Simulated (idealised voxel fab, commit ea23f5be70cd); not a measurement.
process module | voxel wiring stack
cross-section cut | 250 nm wide | cells 5 nm
A cross-section is a grid of square cells, given in bands from the top down. A band is one or more rows of cells.
Each band's line starts with the height of the band's top and of its bottom, in nm. Then come its materials from left to right, each with its width in nm. One material with "throughout" fills the band from edge to edge. "air" is empty space.
Height 0 is the level under which the wafer as received is all one material. The lowest band goes on downwards, as in "0 down".
A width such as "30 to 40" changes by the same amount from each row of cells to the next, from the band's top row to its bottom row.
"no change" after a step means that no cell of the cross-section changed.
closed voids: empty space of 8 cells or more with no open way to the top, each as width x height at its distance from the left edge, in nm
after a step's settings: what the simulator itself notes on the step
overlay nm, on a step with a mask: how far to the right of its planned place the mask lay; to the left if negative
plan
1 op RECEIVE | material Si
2 op CONFORMAL_DEP | material SiO2 | thk nm 15
3 op CONFORMAL_DEP | material SiN | thk nm 5
4 op DIRECTIONAL_DEP | material lowk | thk nm 25
5 op DIRECTIONAL_DEP | material aC | thk nm 10
6 op PATTERN | tone open | mask id METAL_1 | material resist | width nm 25 | pitch nm 45 | thk nm 25 | overlay nm 0
7 op DIRECTIONAL_ETCH | etch materials aC | depth nm 10
8 op STRIP | etch materials resist
9 op DIRECTIONAL_ETCH | etch materials lowk | depth nm 25
10 op DIRECTIONAL_ETCH | etch materials SiN | depth nm 5
11 op STRIP | etch materials aC
12 op CONFORMAL_DEP | material TiN | thk nm 5
13 op FILL_DEP | material W | thk nm 10
14 op CMP | height nm 45
15 op CONFORMAL_DEP | material SiCN | thk nm 5
16 op DIRECTIONAL_DEP | material lowk | thk nm 20
17 op MASKED_ETCH | tone open | mask id PLUG_1 | width nm 15 | pitch nm 90 | etch materials lowk | depth nm 20 | overlay nm 0
18 op MASKED_ETCH | tone open | mask id PLUG_1 | width nm 15 | pitch nm 90 | etch materials SiCN | depth nm 5 | overlay nm 0
19 op EPI | material Ru | thk nm 10
20 op EPI | material Ru | thk nm 10
21 op EPI | material Ru | thk nm 5
22 op CONFORMAL_DEP | material SiN | thk nm 5
23 op DIRECTIONAL_DEP | material lowk | thk nm 25
24 op MASKED_ETCH | tone open | mask id METAL_2 | width nm 25 | pitch nm 45 | etch materials lowk | depth nm 25 | overlay nm 0
25 op MASKED_ETCH | tone open | mask id METAL_2 | width nm 25 | pitch nm 45 | etch materials SiN | depth nm 5 | overlay nm 0
26 op CONFORMAL_DEP | material TiN | thk nm 5
27 op FILL_DEP | material Ru | thk nm 10
28 op CMP | height nm 100
29 op CONFORMAL_DEP | material SiCN | thk nm 5
30 op DIRECTIONAL_DEP | material lowk | thk nm 10
31 op PATTERN | tone open | mask id PLUG_2 | material resist | width nm 15 | pitch nm 45 | thk nm 20 | overlay nm 0
32 op DIRECTIONAL_ETCH | etch materials lowk | depth nm 10
33 op DIRECTIONAL_ETCH | etch materials SiCN | depth nm 5
34 op STRIP | etch materials resist
35 op CONFORMAL_DEP | material TiN | thk nm 5
36 op FILL_DEP | material W | thk nm 10
37 op CMP | height nm 115
38 op DIRECTIONAL_DEP | material TiN | thk nm 5
39 op DIRECTIONAL_DEP | material W | thk nm 15
40 op DIRECTIONAL_DEP | material aC | thk nm 10
41 op PATTERN | tone cover | mask id METAL_3 | material resist | width nm 25 | pitch nm 45 | thk nm 30 | overlay nm 0
42 op DIRECTIONAL_ETCH | etch materials aC | depth nm 10
43 op STRIP | etch materials resist
44 op DIRECTIONAL_ETCH | etch materials W | depth nm 15
45 op DIRECTIONAL_ETCH | etch materials TiN | depth nm 5
46 op STRIP | etch materials aC
47 op FILL_DEP | material lowk | thk nm 10
48 op CMP | height nm 135
49 op CONFORMAL_DEP | material SiN | thk nm 5
first wafer, as planned
as received, after step 1
  0 down: Si throughout
  closed voids: none
after step 2
  15 to 0: SiO2 throughout
  below 0: unchanged
after step 3
  20 to 15: SiN throughout
  below 15: unchanged
after step 4
  45 to 20: lowk throughout
  below 20: unchanged
after step 5
  55 to 45: aC throughout
  below 45: unchanged
after step 6
  80 to 55: resist 45 | air 25 | resist 20 | air 25 | resist 20 | air 25 | resist 20 | air 25 | resist 45
  below 55: unchanged
after step 7
  70 to 55: resist 45 | air 25 | resist 20 | air 25 | resist 20 | air 25 | resist 20 | air 25 | resist 45
  55 to 45: aC 45 | air 25 | aC 20 | air 25 | aC 20 | air 25 | aC 20 | air 25 | aC 45
  below 45: unchanged
after step 8
  55 to 45: aC 45 | air 25 | aC 20 | air 25 | aC 20 | air 25 | aC 20 | air 25 | aC 45
  below 45: unchanged
after step 9
  55 to 45: aC 45 | air 25 | aC 20 | air 25 | aC 20 | air 25 | aC 20 | air 25 | aC 45
  45 to 20: lowk 45 | air 25 | lowk 20 | air 25 | lowk 20 | air 25 | lowk 20 | air 25 | lowk 45
  below 20: unchanged
after step 10
  55 to 45: aC 45 | air 25 | aC 20 | air 25 | aC 20 | air 25 | aC 20 | air 25 | aC 45
  45 to 20: lowk 45 | air 25 | lowk 20 | air 25 | lowk 20 | air 25 | lowk 20 | air 25 | lowk 45
  20 to 15: SiN 45 | air 25 | SiN 20 | air 25 | SiN 20 | air 25 | SiN 20 | air 25 | SiN 45
  below 15: unchanged
after step 11
  45 to 20: lowk 45 | air 25 | lowk 20 | air 25 | lowk 20 | air 25 | lowk 20 | air 25 | lowk 45
  below 20: unchanged
after step 12
  50 to 45: TiN 50 | air 15 | TiN 30 | air 15 | TiN 30 | air 15 | TiN 30 | air 15 | TiN 50
  45 to 20: lowk 45 | TiN 5 | air 15 | TiN 5 | lowk 20 | TiN 5 | air 15 | TiN 5 | lowk 20 | TiN 5 | air 15 | TiN 5 | lowk 20 | TiN 5 | air 15 | TiN 5 | lowk 45
  20 to 15: SiN 45 | TiN 25 | SiN 20 | TiN 25 | SiN 20 | TiN 25 | SiN 20 | TiN 25 | SiN 45
  below 15: unchanged
after step 13
  60 to 50: W throughout
  50 to 45: TiN 50 | W 15 | TiN 30 | W 15 | TiN 30 | W 15 | TiN 30 | W 15 | TiN 50
  45 to 20: lowk 45 | TiN 5 | W 15 | TiN 5 | lowk 20 | TiN 5 | W 15 | TiN 5 | lowk 20 | TiN 5 | W 15 | TiN 5 | lowk 20 | TiN 5 | W 15 | TiN 5 | lowk 45
  below 20: unchanged
after step 14
  45 to 20: lowk 45 | TiN 5 | W 15 | TiN 5 | lowk 20 | TiN 5 | W 15 | TiN 5 | lowk 20 | TiN 5 | W 15 | TiN 5 | lowk 20 | TiN 5 | W 15 | TiN 5 | lowk 45
  below 20: unchanged
after step 15
  50 to 45: SiCN throughout
  below 45: unchanged
after step 16
  70 to 50: lowk throughout
  below 50: unchanged
after step 17
  70 to 50: lowk 45 | air 15 | lowk 75 | air 15 | lowk 100
  below 50: unchanged
after step 18
  70 to 50: lowk 45 | air 15 | lowk 75 | air 15 | lowk 100
  50 to 45: SiCN 45 | air 15 | SiCN 75 | air 15 | SiCN 100
  below 45: unchanged
after step 19
  70 to 55: lowk 45 | air 15 | lowk 75 | air 15 | lowk 100
  55 to 50: lowk 45 | Ru 15 | lowk 75 | Ru 15 | lowk 100
  50 to 45: SiCN 45 | Ru 15 | SiCN 75 | Ru 15 | SiCN 100
  below 45: unchanged
after step 20
  70 to 65: lowk 45 | air 15 | lowk 75 | air 15 | lowk 100
  65 to 50: lowk 45 | Ru 15 | lowk 75 | Ru 15 | lowk 100
  below 50: unchanged
after step 21
  70 to 50: lowk 45 | Ru 15 | lowk 75 | Ru 15 | lowk 100
  below 50: unchanged
after step 22
  75 to 70: SiN throughout
  below 70: unchanged
after step 23
  100 to 75: lowk throughout
  below 75: unchanged
after step 24
  100 to 75: lowk 45 | air 25 | lowk 20 | air 25 | lowk 20 | air 25 | lowk 20 | air 25 | lowk 45
  below 75: unchanged
after step 25
  100 to 75: lowk 45 | air 25 | lowk 20 | air 25 | lowk 20 | air 25 | lowk 20 | air 25 | lowk 45
  75 to 70: SiN 45 | air 25 | SiN 20 | air 25 | SiN 20 | air 25 | SiN 20 | air 25 | SiN 45
  below 70: unchanged
after step 26
  105 to 100: TiN 50 | air 15 | TiN 30 | air 15 | TiN 30 | air 15 | TiN 30 | air 15 | TiN 50
  100 to 75: lowk 45 | TiN 5 | air 15 | TiN 5 | lowk 20 | TiN 5 | air 15 | TiN 5 | lowk 20 | TiN 5 | air 15 | TiN 5 | lowk 20 | TiN 5 | air 15 | TiN 5 | lowk 45
  75 to 70: SiN 45 | TiN 25 | SiN 20 | TiN 25 | SiN 20 | TiN 25 | SiN 20 | TiN 25 | SiN 45
  below 70: unchanged
after step 27
  115 to 105: Ru throughout
  105 to 100: TiN 50 | Ru 15 | TiN 30 | Ru 15 | TiN 30 | Ru 15 | TiN 30 | Ru 15 | TiN 50
  100 to 75: lowk 45 | TiN 5 | Ru 15 | TiN 5 | lowk 20 | TiN 5 | Ru 15 | TiN 5 | lowk 20 | TiN 5 | Ru 15 | TiN 5 | lowk 20 | TiN 5 | Ru 15 | TiN 5 | lowk 45
  below 75: unchanged
after step 28
  100 to 75: lowk 45 | TiN 5 | Ru 15 | TiN 5 | lowk 20 | TiN 5 | Ru 15 | TiN 5 | lowk 20 | TiN 5 | Ru 15 | TiN 5 | lowk 20 | TiN 5 | Ru 15 | TiN 5 | lowk 45
  below 75: unchanged
after step 29
  105 to 100: SiCN throughout
  below 100: unchanged
after step 30
  115 to 105: lowk throughout
  below 105: unchanged
after step 31
  135 to 115: resist 45 | air 15 | resist 30 | air 15 | resist 30 | air 15 | resist 30 | air 15 | resist 55
  below 115: unchanged
after step 32
  135 to 115: resist 45 | air 15 | resist 30 | air 15 | resist 30 | air 15 | resist 30 | air 15 | resist 55
  115 to 105: lowk 45 | air 15 | lowk 30 | air 15 | lowk 30 | air 15 | lowk 30 | air 15 | lowk 55
  below 105: unchanged
after step 33
  135 to 115: resist 45 | air 15 | resist 30 | air 15 | resist 30 | air 15 | resist 30 | air 15 | resist 55
  115 to 105: lowk 45 | air 15 | lowk 30 | air 15 | lowk 30 | air 15 | lowk 30 | air 15 | lowk 55
  105 to 100: SiCN 45 | air 15 | SiCN 30 | air 15 | SiCN 30 | air 15 | SiCN 30 | air 15 | SiCN 55
  below 100: unchanged
after step 34
  115 to 105: lowk 45 | air 15 | lowk 30 | air 15 | lowk 30 | air 15 | lowk 30 | air 15 | lowk 55
  below 105: unchanged
after step 35
  120 to 115: TiN 50 | air 5 | TiN 40 | air 5 | TiN 40 | air 5 | TiN 40 | air 5 | TiN 60
  115 to 105: lowk 45 | TiN 5 | air 5 | TiN 5 | lowk 30 | TiN 5 | air 5 | TiN 5 | lowk 30 | TiN 5 | air 5 | TiN 5 | lowk 30 | TiN 5 | air 5 | TiN 5 | lowk 55
  105 to 100: SiCN 45 | TiN 15 | SiCN 30 | TiN 15 | SiCN 30 | TiN 15 | SiCN 30 | TiN 15 | SiCN 55
  below 100: unchanged
after step 36
  130 to 120: W throughout
  120 to 115: TiN 50 | W 5 | TiN 40 | W 5 | TiN 40 | W 5 | TiN 40 | W 5 | TiN 60
  115 to 105: lowk 45 | TiN 5 | W 5 | TiN 5 | lowk 30 | TiN 5 | W 5 | TiN 5 | lowk 30 | TiN 5 | W 5 | TiN 5 | lowk 30 | TiN 5 | W 5 | TiN 5 | lowk 55
  below 105: unchanged
after step 37
  115 to 105: lowk 45 | TiN 5 | W 5 | TiN 5 | lowk 30 | TiN 5 | W 5 | TiN 5 | lowk 30 | TiN 5 | W 5 | TiN 5 | lowk 30 | TiN 5 | W 5 | TiN 5 | lowk 55
  below 105: unchanged
after step 38
  120 to 115: TiN throughout
  below 115: unchanged
after step 39
  135 to 120: W throughout
  below 120: unchanged
after step 40
  145 to 135: aC throughout
  below 135: unchanged
after step 41
  175 to 145: air 45 | resist 25 | air 20 | resist 25 | air 20 | resist 25 | air 20 | resist 25 | air 45
  below 145: unchanged
after step 42
  165 to 145: air 45 | resist 25 | air 20 | resist 25 | air 20 | resist 25 | air 20 | resist 25 | air 45
  145 to 135: air 45 | aC 25 | air 20 | aC 25 | air 20 | aC 25 | air 20 | aC 25 | air 45
  below 135: unchanged
after step 43
  145 to 135: air 45 | aC 25 | air 20 | aC 25 | air 20 | aC 25 | air 20 | aC 25 | air 45
  below 135: unchanged
after step 44
  145 to 135: air 45 | aC 25 | air 20 | aC 25 | air 20 | aC 25 | air 20 | aC 25 | air 45
  135 to 120: air 45 | W 25 | air 20 | W 25 | air 20 | W 25 | air 20 | W 25 | air 45
  below 120: unchanged
after step 45
  145 to 135: air 45 | aC 25 | air 20 | aC 25 | air 20 | aC 25 | air 20 | aC 25 | air 45
  135 to 120: air 45 | W 25 | air 20 | W 25 | air 20 | W 25 | air 20 | W 25 | air 45
  120 to 115: air 45 | TiN 25 | air 20 | TiN 25 | air 20 | TiN 25 | air 20 | TiN 25 | air 45
  below 115: unchanged
after step 46
  135 to 120: air 45 | W 25 | air 20 | W 25 | air 20 | W 25 | air 20 | W 25 | air 45
  below 120: unchanged
after step 47
  145 to 135: lowk throughout
  135 to 120: lowk 45 | W 25 | lowk 20 | W 25 | lowk 20 | W 25 | lowk 20 | W 25 | lowk 45
  120 to 115: lowk 45 | TiN 25 | lowk 20 | TiN 25 | lowk 20 | TiN 25 | lowk 20 | TiN 25 | lowk 45
  below 115: unchanged
after step 48
  135 to 120: lowk 45 | W 25 | lowk 20 | W 25 | lowk 20 | W 25 | lowk 20 | W 25 | lowk 45
  below 120: unchanged
after step 49
  140 to 135: SiN throughout
  below 135: unchanged
second wafer: like start, like plan, one mistake. Through step 16 it matches the first wafer
when step 17 should have ended
  70 to 50: lowk 45 | air 20 | lowk 70 | air 20 | lowk 95
  below 50: unchanged
when step 18 should have ended
  70 to 50: lowk 45 | air 20 | lowk 70 | air 20 | lowk 95
  50 to 45: SiCN 45 | air 15 | SiCN 75 | air 15 | SiCN 100
  below 45: unchanged
when step 19 should have ended
  70 to 55: lowk 45 | air 20 | lowk 70 | air 20 | lowk 95
  55 to 50: lowk 45 | Ru 20 | lowk 70 | Ru 20 | lowk 95
  50 to 45: SiCN 45 | Ru 15 | SiCN 75 | Ru 15 | SiCN 100
  below 45: unchanged
when step 20 should have ended
  70 to 65: lowk 45 | air 20 | lowk 70 | air 20 | lowk 95
  65 to 50: lowk 45 | Ru 20 | lowk 70 | Ru 20 | lowk 95
  below 50: unchanged
when step 21 should have ended
  70 to 50: lowk 45 | Ru 20 | lowk 70 | Ru 20 | lowk 95
  below 50: unchanged
when step 22 should have ended
  75 to 70: SiN throughout
  below 70: unchanged
when step 23 should have ended
  100 to 75: lowk throughout
  below 75: unchanged
when step 24 should have ended
  100 to 75: lowk 45 | air 25 | lowk 20 | air 25 | lowk 20 | air 25 | lowk 20 | air 25 | lowk 45
  below 75: unchanged
when step 25 should have ended
  100 to 75: lowk 45 | air 25 | lowk 20 | air 25 | lowk 20 | air 25 | lowk 20 | air 25 | lowk 45
  75 to 70: SiN 45 | air 25 | SiN 20 | air 25 | SiN 20 | air 25 | SiN 20 | air 25 | SiN 45
  below 70: unchanged
when step 26 should have ended
  105 to 100: TiN 50 | air 15 | TiN 30 | air 15 | TiN 30 | air 15 | TiN 30 | air 15 | TiN 50
  100 to 75: lowk 45 | TiN 5 | air 15 | TiN 5 | lowk 20 | TiN 5 | air 15 | TiN 5 | lowk 20 | TiN 5 | air 15 | TiN 5 | lowk 20 | TiN 5 | air 15 | TiN 5 | lowk 45
  75 to 70: SiN 45 | TiN 25 | SiN 20 | TiN 25 | SiN 20 | TiN 25 | SiN 20 | TiN 25 | SiN 45
  below 70: unchanged
when step 27 should have ended
  115 to 105: Ru throughout
  105 to 100: TiN 50 | Ru 15 | TiN 30 | Ru 15 | TiN 30 | Ru 15 | TiN 30 | Ru 15 | TiN 50
  100 to 75: lowk 45 | TiN 5 | Ru 15 | TiN 5 | lowk 20 | TiN 5 | Ru 15 | TiN 5 | lowk 20 | TiN 5 | Ru 15 | TiN 5 | lowk 20 | TiN 5 | Ru 15 | TiN 5 | lowk 45
  below 75: unchanged
when step 28 should have ended
  100 to 75: lowk 45 | TiN 5 | Ru 15 | TiN 5 | lowk 20 | TiN 5 | Ru 15 | TiN 5 | lowk 20 | TiN 5 | Ru 15 | TiN 5 | lowk 20 | TiN 5 | Ru 15 | TiN 5 | lowk 45
  below 75: unchanged
when step 29 should have ended
  105 to 100: SiCN throughout
  below 100: unchanged
when step 30 should have ended
  115 to 105: lowk throughout
  below 105: unchanged
when step 31 should have ended
  135 to 115: resist 45 | air 15 | resist 30 | air 15 | resist 30 | air 15 | resist 30 | air 15 | resist 55
  below 115: unchanged
when step 32 should have ended
  135 to 115: resist 45 | air 15 | resist 30 | air 15 | resist 30 | air 15 | resist 30 | air 15 | resist 55
  115 to 105: lowk 45 | air 15 | lowk 30 | air 15 | lowk 30 | air 15 | lowk 30 | air 15 | lowk 55
  below 105: unchanged
when step 33 should have ended
  135 to 115: resist 45 | air 15 | resist 30 | air 15 | resist 30 | air 15 | resist 30 | air 15 | resist 55
  115 to 105: lowk 45 | air 15 | lowk 30 | air 15 | lowk 30 | air 15 | lowk 30 | air 15 | lowk 55
  105 to 100: SiCN 45 | air 15 | SiCN 30 | air 15 | SiCN 30 | air 15 | SiCN 30 | air 15 | SiCN 55
  below 100: unchanged
when step 34 should have ended
  115 to 105: lowk 45 | air 15 | lowk 30 | air 15 | lowk 30 | air 15 | lowk 30 | air 15 | lowk 55
  below 105: unchanged
when step 35 should have ended
  120 to 115: TiN 50 | air 5 | TiN 40 | air 5 | TiN 40 | air 5 | TiN 40 | air 5 | TiN 60
  115 to 105: lowk 45 | TiN 5 | air 5 | TiN 5 | lowk 30 | TiN 5 | air 5 | TiN 5 | lowk 30 | TiN 5 | air 5 | TiN 5 | lowk 30 | TiN 5 | air 5 | TiN 5 | lowk 55
  105 to 100: SiCN 45 | TiN 15 | SiCN 30 | TiN 15 | SiCN 30 | TiN 15 | SiCN 30 | TiN 15 | SiCN 55
  below 100: unchanged
when step 36 should have ended
  130 to 120: W throughout
  120 to 115: TiN 50 | W 5 | TiN 40 | W 5 | TiN 40 | W 5 | TiN 40 | W 5 | TiN 60
  115 to 105: lowk 45 | TiN 5 | W 5 | TiN 5 | lowk 30 | TiN 5 | W 5 | TiN 5 | lowk 30 | TiN 5 | W 5 | TiN 5 | lowk 30 | TiN 5 | W 5 | TiN 5 | lowk 55
  below 105: unchanged
when step 37 should have ended
  115 to 105: lowk 45 | TiN 5 | W 5 | TiN 5 | lowk 30 | TiN 5 | W 5 | TiN 5 | lowk 30 | TiN 5 | W 5 | TiN 5 | lowk 30 | TiN 5 | W 5 | TiN 5 | lowk 55
  below 105: unchanged
when step 38 should have ended
  120 to 115: TiN throughout
  below 115: unchanged
when step 39 should have ended
  135 to 120: W throughout
  below 120: unchanged
when step 40 should have ended
  145 to 135: aC throughout
  below 135: unchanged
when step 41 should have ended
  175 to 145: air 45 | resist 25 | air 20 | resist 25 | air 20 | resist 25 | air 20 | resist 25 | air 45
  below 145: unchanged
when step 42 should have ended
  165 to 145: air 45 | resist 25 | air 20 | resist 25 | air 20 | resist 25 | air 20 | resist 25 | air 45
  145 to 135: air 45 | aC 25 | air 20 | aC 25 | air 20 | aC 25 | air 20 | aC 25 | air 45
  below 135: unchanged
when step 43 should have ended
  145 to 135: air 45 | aC 25 | air 20 | aC 25 | air 20 | aC 25 | air 20 | aC 25 | air 45
  below 135: unchanged
when step 44 should have ended
  145 to 135: air 45 | aC 25 | air 20 | aC 25 | air 20 | aC 25 | air 20 | aC 25 | air 45
  135 to 120: air 45 | W 25 | air 20 | W 25 | air 20 | W 25 | air 20 | W 25 | air 45
  below 120: unchanged
when step 45 should have ended
  145 to 135: air 45 | aC 25 | air 20 | aC 25 | air 20 | aC 25 | air 20 | aC 25 | air 45
  135 to 120: air 45 | W 25 | air 20 | W 25 | air 20 | W 25 | air 20 | W 25 | air 45
  120 to 115: air 45 | TiN 25 | air 20 | TiN 25 | air 20 | TiN 25 | air 20 | TiN 25 | air 45
  below 115: unchanged
when step 46 should have ended
  135 to 120: air 45 | W 25 | air 20 | W 25 | air 20 | W 25 | air 20 | W 25 | air 45
  below 120: unchanged
when step 47 should have ended
  145 to 135: lowk throughout
  135 to 120: lowk 45 | W 25 | lowk 20 | W 25 | lowk 20 | W 25 | lowk 20 | W 25 | lowk 45
  120 to 115: lowk 45 | TiN 25 | lowk 20 | TiN 25 | lowk 20 | TiN 25 | lowk 20 | TiN 25 | lowk 45
  below 115: unchanged
when step 48 should have ended
  135 to 120: lowk 45 | W 25 | lowk 20 | W 25 | lowk 20 | W 25 | lowk 20 | W 25 | lowk 45
  below 120: unchanged
when step 49 should have ended
  140 to 135: SiN throughout
  below 135: unchanged
what went wrong: step 17 ran as: op MASKED_ETCH | tone open | mask id PLUG_1 | width nm 20 | pitch nm 90 | etch materials lowk | depth nm 20 | overlay nm 0
at the end the second wafer has, in cells: 8 more of Ru | 8 fewer of lowk
